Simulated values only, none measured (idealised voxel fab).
process module | voxel ribs on slabs
cross-section cut | 200 nm wide | cells 5 nm
A cross-section is a grid of square cells, given in bands from the top down. A band is one or more rows of cells.
Each band's line starts with the height of the band's top and of its bottom, in nm. Then come its materials from left to right, each with its width in nm. One material with "throughout" fills the band from edge to edge. "air" is empty space.
Height 0 is the level under which the wafer as received is all one material. The lowest band goes on downwards, as in "0 down".
A width such as "30 to 40" changes by the same amount from each row of cells to the next, from the band's top row to its bottom row.
"no change" after a step means that no cell of the cross-section changed.
closed voids: empty space of 8 cells or more with no open way to the top, each as width x height at its distance from the left edge, in nm
after a step's settings: what the simulator itself notes on the step
overlay nm, on a step with a mask: how far to the right of its planned place the mask lay; to the left if negative
plan
1 op RECEIVE | material Si
2 op DIRECTIONAL_DEP | material SiO2 | thk nm 30
3 op DIRECTIONAL_DEP | material SiN | thk nm 20
4 op MASKED_ETCH | tone cover | mask id RIB | width nm 20 | etch materials SiN | depth nm 5 | overlay nm 0
5 op PATTERN | tone cover | mask id SLAB | material resist | width nm 80 | thk nm 20 | overlay nm 0
6 op DIRECTIONAL_ETCH | etch materials SiN | depth nm 20
7 op STRIP | etch materials resist
8 op FILL_DEP | material SiO2 | thk nm 15
9 op CMP | height nm 65
10 op DIRECTIONAL_DEP | material TiN | thk nm 10
11 op MASKED_ETCH | tone cover | mask id HEATER | width nm 30 | etch materials TiN | depth nm 10 | overlay nm 0
12 op CONFORMAL_DEP | material SiN | thk nm 10
varied across the wafers: thk nm of step 3. The plan shows the first wafer's value. All wafers start alike
first wafer as received, after step 1
  0 down: Si throughout
  closed voids: none
each wafer at the end: cells of each material gained (+) or lost (-) since it was received, then its closed voids
thk nm 20 | +140 SiN | +468 SiO2 | +12 TiN | closed voids: none
thk nm 25 | +156 SiN | +452 SiO2 | +12 TiN | closed voids: none
thk nm 30 | +196 SiN | +412 SiO2 | +12 TiN | closed voids: none
thk nm 35 | +236 SiN | +372 SiO2 | +12 TiN | closed voids: none
thk nm 40 | +272 SiN | +336 SiO2 | +12 TiN | closed voids: none
